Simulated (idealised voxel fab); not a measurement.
Name of the process module below: voxel lift off
Section cut is 180 nm wide and gridded with 5 nm square cells.
Throughout this document, each cross-section is represented as a grid of square cells and is presented as a sequence of bands enumerated from the top downward, where a band comprises one or more rows of cells.
The band entry comprises the height of the band's top followed by the height of its bottom, expressed in nm, and subsequently the band's materials from left to right, each stated together with its width in nm. Where a single material is marked with the word "full width", that material fills the band from edge to edge. The word "empty" represents empty space.
A quick word on heights: they are counted from 0, and under that level the wafer as it came to us is one material throughout. The lowest band is different from the rest in having no bottom; it simply continues downward, written as in "0 and below".
Think of "30..40" as a width that walks from the first number to the second as you go down the band, top row to bottom row, taking equal-sized steps from row to row.
"all unchanged" means the step left every cell of the cross-section as it was.
Empty spaces without an open route to the top, at least 8 cells in extent, make up the entry "Unvented cavities"; each is given as width x height at distance, where the distance is measured from the left edge, and all are in nm.
after a step's settings: what the simulator itself notes on the step
"overlay nm" answers the question of how far to the right of plan the mask lay on a step that has a mask, and when it is negative the answer is to the left.

The process steps that were planned are listed below
1) RECEIVE: material Si
2) CONFORMAL_DEP: material Al2O3, thk nm 15
3) PATTERN: tone open, mask id LINES, material resist, width nm 25, pitch nm 50, thk nm 25, overlay nm 0
4) DIRECTIONAL_DEP: material Ru, thk nm 10
5) STRIP: etch materials resist
6) CONFORMAL_DEP: material SiN, thk nm 5

The first wafer of two, processed as planned

Cross-section of the wafer at receipt, which is the condition after step 1
> 0 and below | Si full width
> Unvented cavities: none

Wafer section view after processing step 2
> 15 down to 0 | Al2O3 full width
> Everything under 0 stays put, no change at all.

Wafer section view after processing step 3
> 40 down to 15 | resist=50  empty=25  resist=25  empty=25  resist=55
> Everything under 15 stays put, no change at all.

Wafer section view after processing step 4
> 50 down to 40 | Ru=50  empty=25  Ru=25  empty=25  Ru=55
> 40 down to 25 | resist=50  empty=25  resist=25  empty=25  resist=55
> 25 down to 15 | resist=50  Ru=25  resist=25  Ru=25  resist=55
> Everything under 15 stays put, no change at all.

Wafer section view after processing step 5
> 25 down to 15 | empty=50  Ru=25  empty=25  Ru=25  empty=55
> Everything under 15 stays put, no change at all.

Wafer section view after processing step 6
> 30 down to 25 | empty=45  SiN=35  empty=15  SiN=35  empty=50
> 25 down to 20 | empty=45  SiN=5  Ru=25  SiN=5  empty=15  SiN=5  Ru=25  SiN=5  empty=50
> 20 down to 15 | SiN=50  Ru=25  SiN=25  Ru=25  SiN=55
> Everything under 15 stays put, no change at all.

Second Wafer (Identical Start and Plan, One Processing Error; Matches First Wafer Through Step 3)

Second wafer profile in section, at the moment step 4 of the plan was meant to be complete: all unchanged

Second wafer profile in section, at the moment step 5 of the plan was meant to be complete
> 15 down to 0 | Al2O3 full width
> Everything under 0 stays put, no change at all.

Second wafer profile in section, at the moment step 6 of the plan was meant to be complete
> 20 down to 15 | SiN full width
> Everything under 15 stays put, no change at all.
Against the plan, the run slipped here: plan step 4: skipped, not run
The second wafer ends with more or fewer cells of some materials than the first, per final count: -20 Ru; -8 SiN
